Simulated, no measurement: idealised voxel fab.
Proc. module: voxel transistor to metal
285 nm wide, 5 nm square cells: that's cross-section cut.
Cross-section spec: square-cell grid; bands listed top down; each band is one or more rows.
Within each band entry, the heights of the top and of the bottom of the band appear first, in that order and in nm; the materials of the band then follow from left to right, each with its corresponding width in nm. The designation "full width" on a single material indicates that it fills the band from edge to edge; the designation "air" indicates empty space.
Heights are measured from 0, the level below which the as-received wafer is all one material; the lowest band has no bottom and continues downward, written as in "top 0, no bottom".
A width given as "30 to 40" starts at the first number in the band's top row and ends at the second number in its bottom row, shifting by an equal amount at every step from row to row.
Where a step carries "all unchanged", the cross-section came out of it unchanged, cell for cell.
The label "Completely sealed voids" introduces a list of the empty spaces, 8 cells or larger, that have no open way up to the top; each entry in it reads width x height at distance, where the distance is taken from the left edge and all three are stated in nm.
Note: text after step settings on the step line = simulator remark on that step.
When a step includes a mask, the "overlay nm" setting on its line states how far to the right of its planned place that mask lay, and negative values state how far to the left.
Read each pair as before and after one process step. The after cross-section shows only down to the lowest band that changed. The step between them and its settings are given below the pair. Pairs can come from different runs of this module on the same starting wafer. A pair continues from the pair above only where its "State before" entry says so.
State before:
    top 25, bottom 20: air: 10; TiN: 60; air: 15; TiN: 115; air: 15; TiN: 60; air: 10
    top 20, bottom 15: TiN: 15; HfO2: 50; TiN: 5; air: 15; TiN: 5; HfO2: 50; TiN: 5; HfO2: 50; TiN: 5; air: 15; TiN: 5; HfO2: 50; TiN: 15
    top 15, bottom 10: HfO2: 20; pSi: 30; SiN: 10; HfO2: 5; TiN: 5; air: 15; TiN: 5; HfO2: 5; SiN: 10; pSi: 30; HfO2: 15; pSi: 30; SiN: 10; HfO2: 5; TiN: 5; air: 15; TiN: 5; HfO2: 5; SiN: 10; pSi: 30; HfO2: 20
    top 10, bottom 0: SiO2: 5; pSi: 45; SiN: 10; HfO2: 5; TiN: 5; air: 15; TiN: 5; HfO2: 5; SiN: 10; pSi: 75; SiN: 10; HfO2: 5; TiN: 5; air: 15; TiN: 5; HfO2: 5; SiN: 10; pSi: 45; SiO2: 5
    top 0, bottom -5: SiO2: 5; pSi: 45; SiN: 10; HfO2: 5; TiN: 25; HfO2: 5; SiN: 10; pSi: 75; SiN: 10; HfO2: 5; TiN: 25; HfO2: 5; SiN: 10; pSi: 45; SiO2: 5
    top -5, bottom -10: SiO2: 5; pSi: 45; SiO2: 5; HfO2: 45; SiO2: 5; pSi: 75; SiO2: 5; HfO2: 45; SiO2: 5; pSi: 45; SiO2: 5
    top -10, bottom -20: SiO2: 25; pSi: 25; Si: 55; pSi: 25; SiO2: 25; pSi: 25; Si: 55; pSi: 25; SiO2: 25
    top -20, bottom -25: SiO2: 25; Si: 105; SiO2: 25; Si: 105; SiO2: 25
    top -25, no bottom: Si full width
    Completely sealed voids: none
Post-Step Section View:
    top 35, bottom 25: W full width
    top 25, bottom 20: W: 10; TiN: 60; W: 15; TiN: 115; W: 15; TiN: 60; W: 10
    top 20, bottom 15: TiN: 15; HfO2: 50; TiN: 5; W: 15; TiN: 5; HfO2: 50; TiN: 5; HfO2: 50; TiN: 5; W: 15; TiN: 5; HfO2: 50; TiN: 15
    top 15, bottom 10: HfO2: 20; pSi: 30; SiN: 10; HfO2: 5; TiN: 5; W: 15; TiN: 5; HfO2: 5; SiN: 10; pSi: 30; HfO2: 15; pSi: 30; SiN: 10; HfO2: 5; TiN: 5; W: 15; TiN: 5; HfO2: 5; SiN: 10; pSi: 30; HfO2: 20
    top 10, bottom 0: SiO2: 5; pSi: 45; SiN: 10; HfO2: 5; TiN: 5; W: 15; TiN: 5; HfO2: 5; SiN: 10; pSi: 75; SiN: 10; HfO2: 5; TiN: 5; W: 15; TiN: 5; HfO2: 5; SiN: 10; pSi: 45; SiO2: 5
    No changes below 0.
    Completely sealed voids: none
Between the two cross-sections shown above lies FILL_DEP: material W, thk nm 10
State before: this step begins from the cross-section that the pair just above shows after its step.
Post-Step Section View:
    top 10, bottom 0: SiO2: 5; pSi: 45; SiN: 10; HfO2: 5; TiN: 5; W: 15; TiN: 5; HfO2: 5; SiN: 10; pSi: 75; SiN: 10; HfO2: 5; TiN: 5; W: 15; TiN: 5; HfO2: 5; SiN: 10; pSi: 45; SiO2: 5
    No changes below 0.
    Completely sealed voids: none
Between the two cross-sections shown above lies CMP: height nm 10
State before: this step begins from the cross-section that the pair just above shows after its step.
Post-Step Section View:
    top 20, bottom 10: SiO2 full width
    No changes below 10.
    Completely sealed voids: none
Between the two cross-sections shown above lies DIRECTIONAL_DEP: material SiO2, thk nm 10
State before: this step begins from the cross-section that the pair just above shows after its step.
Post-Step Section View:
    top 20, bottom 10: SiO2: 30; air: 15; SiO2: 65; air: 15; SiO2: 35; air: 15; SiO2: 65; air: 15; SiO2: 30
    No changes below 10.
    Completely sealed voids: none
Between the two cross-sections shown above lies MASKED_ETCH: tone open, mask id CONTACT, width nm 15, etch materials SiO2, depth nm 25, overlay nm 0
State before: this step begins from the cross-section that the pair just above shows after its step.
Post-Step Section View:
    top 25, bottom 20: TiN: 35; air: 5; TiN: 75; air: 5; TiN: 45; air: 5; TiN: 75; air: 5; TiN: 35
    top 20, bottom 15: SiO2: 30; TiN: 5; air: 5; TiN: 5; SiO2: 65; TiN: 5; air: 5; TiN: 5; SiO2: 35; TiN: 5; air: 5; TiN: 5; SiO2: 65; TiN: 5; air: 5; TiN: 5; SiO2: 30
    top 15, bottom 10: SiO2: 30; TiN: 15; SiO2: 65; TiN: 15; SiO2: 35; TiN: 15; SiO2: 65; TiN: 15; SiO2: 30
    No changes below 10.
    Completely sealed voids: none
Between the two cross-sections shown above lies CONFORMAL_DEP: material TiN, thk nm 5
State before: this step begins from the cross-section that the pair just above shows after its step.
Post-Step Section View:
    top 35, bottom 25: W full width
    top 25, bottom 20: TiN: 35; W: 5; TiN: 75; W: 5; TiN: 45; W: 5; TiN: 75; W: 5; TiN: 35
    top 20, bottom 15: SiO2: 30; TiN: 5; W: 5; TiN: 5; SiO2: 65; TiN: 5; W: 5; TiN: 5; SiO2: 35; TiN: 5; W: 5; TiN: 5; SiO2: 65; TiN: 5; W: 5; TiN: 5; SiO2: 30
    No changes below 15.
    Completely sealed voids: none
Between the two cross-sections shown above lies FILL_DEP: material W, thk nm 10
State before: this step begins from the cross-section that the pair just above shows after its step.
Post-Step Section View:
    top 20, bottom 15: SiO2: 30; TiN: 5; W: 5; TiN: 5; SiO2: 65; TiN: 5; W: 5; TiN: 5; SiO2: 35; TiN: 5; W: 5; TiN: 5; SiO2: 65; TiN: 5; W: 5; TiN: 5; SiO2: 30
    No changes below 15.
    Completely sealed voids: none
Between the two cross-sections shown above lies CMP: height nm 20
State before: this step begins from the cross-section that the pair just above shows after its step.
Post-Step Section View:
    top 25, bottom 20: TiN full width
    No changes below 20.
    Completely sealed voids: none
Between the two cross-sections shown above lies DIRECTIONAL_DEP: material TiN, thk nm 5
State before: this step begins from the cross-section that the pair just above shows after its step.
Post-Step Section View:
    top 50, bottom 25: W full width
    No changes below 25.
    Completely sealed voids: none
Between the two cross-sections shown above lies DIRECTIONAL_DEP: material W, thk nm 25
State before: this step begins from the cross-section that the pair just above shows after its step.
Post-Step Section View:
    top 65, bottom 50: air: 30; resist: 15; air: 65; resist: 15; air: 35; resist: 15; air: 65; resist: 15; air: 30
    No changes below 50.
    Completely sealed voids: none
Between the two cross-sections shown above lies PATTERN: tone cover, mask id METAL_1, material resist, width nm 15, thk nm 15, overlay nm 0
State before: this step begins from the cross-section that the pair just above shows after its step.
Post-Step Section View:
    top 65, bottom 50: air: 30; resist: 15; air: 65; resist: 15; air: 35; resist: 15; air: 65; resist: 15; air: 30
    top 50, bottom 25: air: 30; W: 15; air: 65; W: 15; air: 35; W: 15; air: 65; W: 15; air: 30
    No changes below 25.
    Completely sealed voids: none
Between the two cross-sections shown above lies DIRECTIONAL_ETCH: etch materials W, depth nm 25
State before: this step begins from the cross-section that the pair just above shows after its step.
Post-Step Section View:
    top 65, bottom 50: air: 30; resist: 15; air: 65; resist: 15; air: 35; resist: 15; air: 65; resist: 15; air: 30
    top 50, bottom 25: air: 30; W: 15; air: 65; W: 15; air: 35; W: 15; air: 65; W: 15; air: 30
    top 25, bottom 20: air: 30; TiN: 15; air: 65; TiN: 15; air: 35; TiN: 15; air: 65; TiN: 15; air: 30
    No changes below 20.
    Completely sealed voids: none
Between the two cross-sections shown above lies DIRECTIONAL_ETCH: etch materials TiN, depth nm 5
State before: this step begins from the cross-section that the pair just above shows after its step.
Post-Step Section View:
    top 50, bottom 25: air: 30; W: 15; air: 65; W: 15; air: 35; W: 15; air: 65; W: 15; air: 30
    No changes below 25.
    Completely sealed voids: none
Between the two cross-sections shown above lies STRIP: etch materials resist
State before: this step begins from the cross-section that the pair just above shows after its step.
Post-Step Section View:
    top 55, bottom 50: air: 25; SiN: 25; air: 55; SiN: 25; air: 25; SiN: 25; air: 55; SiN: 25; air: 25
    top 50, bottom 25: air: 25; SiN: 5; W: 15; SiN: 5; air: 55; SiN: 5; W: 15; SiN: 5; air: 25; SiN: 5; W: 15; SiN: 5; air: 55; SiN: 5; W: 15; SiN: 5; air: 25
    top 25, bottom 20: SiN: 30; TiN: 15; SiN: 65; TiN: 15; SiN: 35; TiN: 15; SiN: 65; TiN: 15; SiN: 30
    No changes below 20.
    Completely sealed voids: none
Between the two cross-sections shown above lies CONFORMAL_DEP: material SiN, thk nm 5
State before: this step begins from the cross-section that the pair just above shows after its step.
Post-Step Section View:
    top 60, bottom 55: lowk full width
    top 55, bottom 50: lowk: 25; SiN: 25; lowk: 55; SiN: 25; lowk: 25; SiN: 25; lowk: 55; SiN: 25; lowk: 25
    top 50, bottom 25: lowk: 25; SiN: 5; W: 15; SiN: 5; lowk: 55; SiN: 5; W: 15; SiN: 5; lowk: 25; SiN: 5; W: 15; SiN: 5; lowk: 55; SiN: 5; W: 15; SiN: 5; lowk: 25
    No changes below 25.
    Completely sealed voids: none
Between the two cross-sections shown above lies FILL_DEP: material lowk, thk nm 5
State before: this step begins from the cross-section that the pair just above shows after its step.
Post-Step Section View:
    top 50, bottom 25: lowk: 25; SiN: 5; W: 15; SiN: 5; lowk: 55; SiN: 5; W: 15; SiN: 5; lowk: 25; SiN: 5; W: 15; SiN: 5; lowk: 55; SiN: 5; W: 15; SiN: 5; lowk: 25
    No changes below 25.
    Completely sealed voids: none
Between the two cross-sections shown above lies CMP: height nm 50
State before: this step begins from the cross-section that the pair just above shows after its step.
Post-Step Section View:
    top 55, bottom 50: SiCN full width
    No changes below 50.
    Completely sealed voids: none
Between the two cross-sections shown above lies CONFORMAL_DEP: material SiCN, thk nm 5
State before: this step begins from the cross-section that the pair just above shows after its step.
Post-Step Section View:
    top 80, bottom 55: lowk full width
    No changes below 55.
    Completely sealed voids: none
Between the two cross-sections shown above lies DIRECTIONAL_DEP: material lowk, thk nm 25
State before: this step begins from the cross-section that the pair just above shows after its step.
Post-Step Section View:
    top 90, bottom 80: aC full width
    No changes below 80.
    Completely sealed voids: none
Between the two cross-sections shown above lies DIRECTIONAL_DEP: material aC, thk nm 10
State before: this step begins from the cross-section that the pair just above shows after its step.
Post-Step Section View:
    top 115, bottom 90: resist: 30; air: 15; resist: 115; air: 15; resist: 110
    No changes below 90.
    Completely sealed voids: none
Between the two cross-sections shown above lies PATTERN: tone open, mask id METAL_2, material resist, width nm 15, pitch nm 130, thk nm 25, overlay nm 0
State before: this step begins from the cross-section that the pair just above shows after its step.
Post-Step Section View:
    top 105, bottom 90: resist: 30; air: 15; resist: 115; air: 15; resist: 110
    top 90, bottom 80: aC: 30; air: 15; aC: 115; air: 15; aC: 110
    No changes below 80.
    Completely sealed voids: none
Between the two cross-sections shown above lies DIRECTIONAL_ETCH: etch materials aC, depth nm 10
State before: this step begins from the cross-section that the pair just above shows after its step.
Post-Step Section View:
    top 90, bottom 80: aC: 30; air: 15; aC: 115; air: 15; aC: 110
    No changes below 80.
    Completely sealed voids: none
Between the two cross-sections shown above lies STRIP: etch materials resist
State before: this step begins from the cross-section that the pair just above shows after its step.
Post-Step Section View:
    top 90, bottom 80: aC: 30; air: 15; aC: 115; air: 15; aC: 110
    top 80, bottom 65: lowk: 30; air: 15; lowk: 115; air: 15; lowk: 110
    No changes below 65.
    Completely sealed voids: none
Between the two cross-sections shown above lies DIRECTIONAL_ETCH: etch materials lowk, depth nm 15
State before: this step begins from the cross-section that the pair just above shows after its step.
Post-Step Section View:
    top 80, bottom 65: lowk: 30; air: 15; lowk: 115; air: 15; lowk: 110
    No changes below 65.
    Completely sealed voids: none
Between the two cross-sections shown above lies STRIP: etch materials aC
State before: this step begins from the cross-section that the pair just above shows after its step.
Post-Step Section View:
    top 95, bottom 80: aC: 30; air: 15; aC: 115; air: 15; aC: 110
    top 80, bottom 65: lowk: 30; aC: 15; lowk: 115; aC: 15; lowk: 110
    No changes below 65.
    Completely sealed voids: none
Between the two cross-sections shown above lies DIRECTIONAL_DEP: material aC, thk nm 15
State before: this step begins from the cross-section that the pair just above shows after its step.
Post-Step Section View:
    top 130, bottom 95: resist: 30; air: 15; resist: 115; air: 15; resist: 110
    No changes below 95.
    Completely sealed voids: none
Between the two cross-sections shown above lies PATTERN: tone open, mask id METAL_2_HOLES, material resist, width nm 15, pitch nm 130, thk nm 35, overlay nm 0
State before: this step begins from the cross-section that the pair just above shows after its step.
Post-Step Section View:
    top 115, bottom 95: resist: 30; air: 15; resist: 115; air: 15; resist: 110
    top 95, bottom 80: aC: 30; air: 15; aC: 115; air: 15; aC: 110
    top 80, bottom 65: lowk: 30; air: 15; lowk: 115; air: 15; lowk: 110
    No changes below 65.
    Completely sealed voids: none
Between the two cross-sections shown above lies DIRECTIONAL_ETCH: etch materials aC, depth nm 15
State before: this step begins from the cross-section that the pair just above shows after its step.
Post-Step Section View:
    top 95, bottom 80: aC: 30; air: 15; aC: 115; air: 15; aC: 110
    No changes below 80.
    Completely sealed voids: none
Between the two cross-sections shown above lies STRIP: etch materials resist
State before: this step begins from the cross-section that the pair just above shows after its step.
Post-Step Section View:
    top 95, bottom 80: aC: 30; air: 15; aC: 115; air: 15; aC: 110
    top 80, bottom 55: lowk: 30; air: 15; lowk: 115; air: 15; lowk: 110
    No changes below 55.
    Completely sealed voids: none
Between the two cross-sections shown above lies DIRECTIONAL_ETCH: etch materials lowk, depth nm 10
State before: this step begins from the cross-section that the pair just above shows after its step.
Post-Step Section View:
    top 95, bottom 80: aC: 30; air: 15; aC: 115; air: 15; aC: 110
    top 80, bottom 55: lowk: 30; air: 15; lowk: 115; air: 15; lowk: 110
    top 55, bottom 50: SiCN: 30; air: 15; SiCN: 115; air: 15; SiCN: 110
    No changes below 50.
    Completely sealed voids: none
Between the two cross-sections shown above lies DIRECTIONAL_ETCH: etch materials SiCN, depth nm 5
State before: this step begins from the cross-section that the pair just above shows after its step.
Post-Step Section View:
    top 80, bottom 55: lowk: 30; air: 15; lowk: 115; air: 15; lowk: 110
    No changes below 55.
    Completely sealed voids: none
Between the two cross-sections shown above lies STRIP: etch materials aC
State before: this step begins from the cross-section that the pair just above shows after its step.
Post-Step Section View:
    top 85, bottom 80: TiN: 35; air: 5; TiN: 125; air: 5; TiN: 115
    top 80, bottom 55: lowk: 30; TiN: 5; air: 5; TiN: 5; lowk: 115; TiN: 5; air: 5; TiN: 5; lowk: 110
    top 55, bottom 50: SiCN: 30; TiN: 15; SiCN: 115; TiN: 15; SiCN: 110
    No changes below 50.
    Completely sealed voids: none
Between the two cross-sections shown above lies CONFORMAL_DEP: material TiN, thk nm 5
State before: this step begins from the cross-section that the pair just above shows after its step.
Post-Step Section View:
    top 95, bottom 85: Cu full width
    top 85, bottom 80: TiN: 35; Cu: 5; TiN: 125; Cu: 5; TiN: 115
    top 80, bottom 55: lowk: 30; TiN: 5; Cu: 5; TiN: 5; lowk: 115; TiN: 5; Cu: 5; TiN: 5; lowk: 110
    No changes below 55.
    Completely sealed voids: none
Between the two cross-sections shown above lies FILL_DEP: material Cu, thk nm 10
State before: this step begins from the cross-section that the pair just above shows after its step.
Post-Step Section View:
    top 80, bottom 55: lowk: 30; TiN: 5; Cu: 5; TiN: 5; lowk: 115; TiN: 5; Cu: 5; TiN: 5; lowk: 110
    No changes below 55.
    Completely sealed voids: none
Between the two cross-sections shown above lies CMP: height nm 80
State before: this step begins from the cross-section that the pair just above shows after its step.
Post-Step Section View:
    top 85, bottom 80: SiCN full width
    No changes below 80.
    Completely sealed voids: none
Between the two cross-sections shown above lies CONFORMAL_DEP: material SiCN, thk nm 5
State before:
    top 10, bottom 5: SiO2: 50; SiN: 10; HfO2: 5; TiN: 5; W: 15; TiN: 5; HfO2: 5; SiN: 10; SiO2: 75; SiN: 10; HfO2: 5; TiN: 5; W: 15; TiN: 5; HfO2: 5; SiN: 10; SiO2: 50
    top 5, bottom 0: SiO2: 35; pSi: 15; SiN: 10; HfO2: 5; TiN: 5; W: 15; TiN: 5; HfO2: 5; SiN: 10; pSi: 15; SiO2: 45; pSi: 15; SiN: 10; HfO2: 5; TiN: 5; W: 15; TiN: 5; HfO2: 5; SiN: 10; pSi: 15; SiO2: 35
    top 0, bottom -5: SiO2: 35; pSi: 15; SiN: 10; HfO2: 5; TiN: 25; HfO2: 5; SiN: 10; pSi: 15; SiO2: 45; pSi: 15; SiN: 10; HfO2: 5; TiN: 25; HfO2: 5; SiN: 10; pSi: 15; SiO2: 35
    top -5, bottom -10: SiO2: 20; pSi: 30; SiO2: 5; HfO2: 45; SiO2: 5; pSi: 30; SiO2: 15; pSi: 30; SiO2: 5; HfO2: 45; SiO2: 5; pSi: 30; SiO2: 20
    top -10, bottom -20: SiO2: 25; pSi: 25; Si: 55; pSi: 25; SiO2: 25; pSi: 25; Si: 55; pSi: 25; SiO2: 25
    top -20, bottom -25: SiO2: 25; Si: 105; SiO2: 25; Si: 105; SiO2: 25
    top -25, no bottom: Si full width
    Completely sealed voids: none
Post-Step Section View:
    top 10, bottom 5: SiO2: 30; air: 15; SiO2: 5; SiN: 10; HfO2: 5; TiN: 5; W: 15; TiN: 5; HfO2: 5; SiN: 10; SiO2: 5; air: 15; SiO2: 35; air: 15; SiO2: 5; SiN: 10; HfO2: 5; TiN: 5; W: 15; TiN: 5; HfO2: 5; SiN: 10; SiO2: 5; air: 15; SiO2: 30
    top 5, bottom 0: SiO2: 30; air: 5; pSi: 15; SiN: 10; HfO2: 5; TiN: 5; W: 15; TiN: 5; HfO2: 5; SiN: 10; pSi: 15; air: 5; SiO2: 35; air: 5; pSi: 15; SiN: 10; HfO2: 5; TiN: 5; W: 15; TiN: 5; HfO2: 5; SiN: 10; pSi: 15; air: 5; SiO2: 30
    top 0, bottom -5: SiO2: 30; air: 5; pSi: 15; SiN: 10; HfO2: 5; TiN: 25; HfO2: 5; SiN: 10; pSi: 15; air: 5; SiO2: 35; air: 5; pSi: 15; SiN: 10; HfO2: 5; TiN: 25; HfO2: 5; SiN: 10; pSi: 15; air: 5; SiO2: 30
    No changes below -5.
    Completely sealed voids: none
Between the two cross-sections shown above lies MASKED_ETCH: tone open, mask id CONTACT, width nm 15, etch materials SiO2, depth nm 25, overlay nm 0
State before: this step begins from the cross-section that the pair just above shows after its step.
Post-Step Section View:
    top 20, bottom 10: SiO2: 30; air: 15 to 5; SiO2: 65 to 85; air: 15 to 5; SiO2: 35; air: 15 to 5; SiO2: 65 to 85; air: 15 to 5; SiO2: 30
    top 10, bottom 5: SiO2: 30; air: 5; SiO2: 15; SiN: 10; HfO2: 5; TiN: 5; W: 15; TiN: 5; HfO2: 5; SiN: 10; SiO2: 15; air: 5; SiO2: 35; air: 5; SiO2: 15; SiN: 10; HfO2: 5; TiN: 5; W: 15; TiN: 5; HfO2: 5; SiN: 10; SiO2: 15; air: 5; SiO2: 30
    top 5, bottom 0: SiO2: 35; pSi: 15; SiN: 10; HfO2: 5; TiN: 5; W: 15; TiN: 5; HfO2: 5; SiN: 10; pSi: 15; SiO2: 45; pSi: 15; SiN: 10; HfO2: 5; TiN: 5; W: 15; TiN: 5; HfO2: 5; SiN: 10; pSi: 15; SiO2: 35
    top 0, bottom -5: SiO2: 35; pSi: 15; SiN: 10; HfO2: 5; TiN: 25; HfO2: 5; SiN: 10; pSi: 15; SiO2: 45; pSi: 15; SiN: 10; HfO2: 5; TiN: 25; HfO2: 5; SiN: 10; pSi: 15; SiO2: 35
    No changes below -5.
    Completely sealed voids: none
Between the two cross-sections shown above lies DIRECTIONAL_DEP: material SiO2, thk nm 10
State before: this step begins from the cross-section that the pair just above shows after its step.
Post-Step Section View:
    top 25, bottom 20: TiN: 35; air: 5; TiN: 75; air: 5; TiN: 45; air: 5; TiN: 75; air: 5; TiN: 35
    top 20, bottom 10: SiO2: 30; TiN: 15 to 5; SiO2: 65 to 85; TiN: 15 to 5; SiO2: 35; TiN: 15 to 5; SiO2: 65 to 85; TiN: 15 to 5; SiO2: 30
    top 10, bottom 5: SiO2: 30; TiN: 5; SiO2: 15; SiN: 10; HfO2: 5; TiN: 5; W: 15; TiN: 5; HfO2: 5; SiN: 10; SiO2: 15; TiN: 5; SiO2: 35; TiN: 5; SiO2: 15; SiN: 10; HfO2: 5; TiN: 5; W: 15; TiN: 5; HfO2: 5; SiN: 10; SiO2: 15; TiN: 5; SiO2: 30
    No changes below 5.
    Completely sealed voids: none
Between the two cross-sections shown above lies CONFORMAL_DEP: material TiN, thk nm 5
State before: this step begins from the cross-section that the pair just above shows after its step.
Post-Step Section View:
    top 35, bottom 25: W full width
    top 25, bottom 20: TiN: 35; W: 5; TiN: 75; W: 5; TiN: 45; W: 5; TiN: 75; W: 5; TiN: 35
    No changes below 20.
    Completely sealed voids: none
Between the two cross-sections shown above lies FILL_DEP: material W, thk nm 10
State before: this step begins from the cross-section that the pair just above shows after its step.
Post-Step Section View:
    top 20, bottom 10: SiO2: 30; TiN: 15 to 5; SiO2: 65 to 85; TiN: 15 to 5; SiO2: 35; TiN: 15 to 5; SiO2: 65 to 85; TiN: 15 to 5; SiO2: 30
    No changes below 10.
    Completely sealed voids: none
Between the two cross-sections shown above lies CMP: height nm 20
State before: this step begins from the cross-section that the pair just above shows after its step.
Post-Step Section View:
    top 25, bottom 20: TiN full width
    No changes below 20.
    Completely sealed voids: none
Between the two cross-sections shown above lies DIRECTIONAL_DEP: material TiN, thk nm 5
State before: this step begins from the cross-section that the pair just above shows after its step.
Post-Step Section View:
    top 50, bottom 25: W full width
    No changes below 25.
    Completely sealed voids: none
Between the two cross-sections shown above lies DIRECTIONAL_DEP: material W, thk nm 25
State before: this step begins from the cross-section that the pair just above shows after its step.
Post-Step Section View:
    top 65, bottom 50: air: 30; resist: 15; air: 65; resist: 15; air: 35; resist: 15; air: 65; resist: 15; air: 30
    No changes below 50.
    Completely sealed voids: none
Between the two cross-sections shown above lies PATTERN: tone cover, mask id METAL_1, material resist, width nm 15, thk nm 15, overlay nm 0
State before: this step begins from the cross-section that the pair just above shows after its step.
Post-Step Section View:
    top 65, bottom 50: air: 30; resist: 15; air: 65; resist: 15; air: 35; resist: 15; air: 65; resist: 15; air: 30
    top 50, bottom 25: air: 30; W: 15; air: 65; W: 15; air: 35; W: 15; air: 65; W: 15; air: 30
    No changes below 25.
    Completely sealed voids: none
Between the two cross-sections shown above lies DIRECTIONAL_ETCH: etch materials W, depth nm 25
State before: this step begins from the cross-section that the pair just above shows after its step.
Post-Step Section View:
    top 65, bottom 50: air: 30; resist: 15; air: 65; resist: 15; air: 35; resist: 15; air: 65; resist: 15; air: 30
    top 50, bottom 25: air: 30; W: 15; air: 65; W: 15; air: 35; W: 15; air: 65; W: 15; air: 30
    top 25, bottom 20: air: 30; TiN: 15; air: 65; TiN: 15; air: 35; TiN: 15; air: 65; TiN: 15; air: 30
    No changes below 20.
    Completely sealed voids: none
Between the two cross-sections shown above lies DIRECTIONAL_ETCH: etch materials TiN, depth nm 5
State before: this step begins from the cross-section that the pair just above shows after its step.
Post-Step Section View:
    top 50, bottom 25: air: 30; W: 15; air: 65; W: 15; air: 35; W: 15; air: 65; W: 15; air: 30
    No changes below 25.
    Completely sealed voids: none
Between the two cross-sections shown above lies STRIP: etch materials resist
State before: this step begins from the cross-section that the pair just above shows after its step.
Post-Step Section View:
    top 55, bottom 50: air: 25; SiN: 25; air: 55; SiN: 25; air: 25; SiN: 25; air: 55; SiN: 25; air: 25
    top 50, bottom 25: air: 25; SiN: 5; W: 15; SiN: 5; air: 55; SiN: 5; W: 15; SiN: 5; air: 25; SiN: 5; W: 15; SiN: 5; air: 55; SiN: 5; W: 15; SiN: 5; air: 25
    top 25, bottom 20: SiN: 30; TiN: 15; SiN: 65; TiN: 15; SiN: 35; TiN: 15; SiN: 65; TiN: 15; SiN: 30
    No changes below 20.
    Completely sealed voids: none
Between the two cross-sections shown above lies CONFORMAL_DEP: material SiN, thk nm 5
State before: this step begins from the cross-section that the pair just above shows after its step.
Post-Step Section View:
    top 60, bottom 55: lowk full width
    top 55, bottom 50: lowk: 25; SiN: 25; lowk: 55; SiN: 25; lowk: 25; SiN: 25; lowk: 55; SiN: 25; lowk: 25
    top 50, bottom 25: lowk: 25; SiN: 5; W: 15; SiN: 5; lowk: 55; SiN: 5; W: 15; SiN: 5; lowk: 25; SiN: 5; W: 15; SiN: 5; lowk: 55; SiN: 5; W: 15; SiN: 5; lowk: 25
    No changes below 25.
    Completely sealed voids: none
Between the two cross-sections shown above lies FILL_DEP: material lowk, thk nm 5
State before: this step begins from the cross-section that the pair just above shows after its step.
Post-Step Section View:
    top 50, bottom 25: lowk: 25; SiN: 5; W: 15; SiN: 5; lowk: 55; SiN: 5; W: 15; SiN: 5; lowk: 25; SiN: 5; W: 15; SiN: 5; lowk: 55; SiN: 5; W: 15; SiN: 5; lowk: 25
    No changes below 25.
    Completely sealed voids: none
Between the two cross-sections shown above lies CMP: height nm 50
State before: this step begins from the cross-section that the pair just above shows after its step.
Post-Step Section View:
    top 55, bottom 50: SiCN full width
    No changes below 50.
    Completely sealed voids: none
Between the two cross-sections shown above lies CONFORMAL_DEP: material SiCN, thk nm 5
State before: this step begins from the cross-section that the pair just above shows after its step.
Post-Step Section View:
    top 80, bottom 55: lowk full width
    No changes below 55.
    Completely sealed voids: none
Between the two cross-sections shown above lies DIRECTIONAL_DEP: material lowk, thk nm 25
State before: this step begins from the cross-section that the pair just above shows after its step.
Post-Step Section View:
    top 90, bottom 80: aC full width
    No changes below 80.
    Completely sealed voids: none
Between the two cross-sections shown above lies DIRECTIONAL_DEP: material aC, thk nm 10
State before: this step begins from the cross-section that the pair just above shows after its step.
Post-Step Section View:
    top 115, bottom 90: resist: 30; air: 15; resist: 115; air: 15; resist: 110
    No changes below 90.
    Completely sealed voids: none
Between the two cross-sections shown above lies PATTERN: tone open, mask id METAL_2, material resist, width nm 15, pitch nm 130, thk nm 25, overlay nm 0
State before: this step begins from the cross-section that the pair just above shows after its step.
Post-Step Section View:
    top 105, bottom 90: resist: 30; air: 15; resist: 115; air: 15; resist: 110
    top 90, bottom 80: aC: 30; air: 15; aC: 115; air: 15; aC: 110
    No changes below 80.
    Completely sealed voids: none
Between the two cross-sections shown above lies DIRECTIONAL_ETCH: etch materials aC, depth nm 10
State before: this step begins from the cross-section that the pair just above shows after its step.
Post-Step Section View:
    top 90, bottom 80: aC: 30; air: 15; aC: 115; air: 15; aC: 110
    No changes below 80.
    Completely sealed voids: none
Between the two cross-sections shown above lies STRIP: etch materials resist
State before: this step begins from the cross-section that the pair just above shows after its step.
Post-Step Section View:
    top 90, bottom 80: aC: 30; air: 15; aC: 115; air: 15; aC: 110
    top 80, bottom 65: lowk: 30; air: 15; lowk: 115; air: 15; lowk: 110
    No changes below 65.
    Completely sealed voids: none
Between the two cross-sections shown above lies DIRECTIONAL_ETCH: etch materials lowk, depth nm 15
State before: this step begins from the cross-section that the pair just above shows after its step.
Post-Step Section View:
    top 80, bottom 65: lowk: 30; air: 15; lowk: 115; air: 15; lowk: 110
    No changes below 65.
    Completely sealed voids: none
Between the two cross-sections shown above lies STRIP: etch materials aC
State before: this step begins from the cross-section that the pair just above shows after its step.
Post-Step Section View:
    top 95, bottom 80: aC: 30; air: 15; aC: 115; air: 15; aC: 110
    top 80, bottom 65: lowk: 30; aC: 15; lowk: 115; aC: 15; lowk: 110
    No changes below 65.
    Completely sealed voids: none
Between the two cross-sections shown above lies DIRECTIONAL_DEP: material aC, thk nm 15
State before: this step begins from the cross-section that the pair just above shows after its step.
Post-Step Section View:
    top 130, bottom 95: resist: 30; air: 15; resist: 115; air: 15; resist: 110
    No changes below 95.
    Completely sealed voids: none
Between the two cross-sections shown above lies PATTERN: tone open, mask id METAL_2_HOLES, material resist, width nm 15, pitch nm 130, thk nm 35, overlay nm 0
State before: this step begins from the cross-section that the pair just above shows after its step.
Post-Step Section View:
    top 115, bottom 95: resist: 30; air: 15; resist: 115; air: 15; resist: 110
    top 95, bottom 80: aC: 30; air: 15; aC: 115; air: 15; aC: 110
    top 80, bottom 65: lowk: 30; air: 15; lowk: 115; air: 15; lowk: 110
    No changes below 65.
    Completely sealed voids: none
Between the two cross-sections shown above lies DIRECTIONAL_ETCH: etch materials aC, depth nm 15
State before: this step begins from the cross-section that the pair just above shows after its step.
Post-Step Section View:
    top 95, bottom 80: aC: 30; air: 15; aC: 115; air: 15; aC: 110
    No changes below 80.
    Completely sealed voids: none
Between the two cross-sections shown above lies STRIP: etch materials resist
State before: this step begins from the cross-section that the pair just above shows after its step.
Post-Step Section View:
    top 95, bottom 80: aC: 30; air: 15; aC: 115; air: 15; aC: 110
    top 80, bottom 55: lowk: 30; air: 15; lowk: 115; air: 15; lowk: 110
    No changes below 55.
    Completely sealed voids: none
Between the two cross-sections shown above lies DIRECTIONAL_ETCH: etch materials lowk, depth nm 10
State before: this step begins from the cross-section that the pair just above shows after its step.
Post-Step Section View:
    top 95, bottom 80: aC: 30; air: 15; aC: 115; air: 15; aC: 110
    top 80, bottom 55: lowk: 30; air: 15; lowk: 115; air: 15; lowk: 110
    top 55, bottom 50: SiCN: 30; air: 15; SiCN: 115; air: 15; SiCN: 110
    No changes below 50.
    Completely sealed voids: none
Between the two cross-sections shown above lies DIRECTIONAL_ETCH: etch materials SiCN, depth nm 5
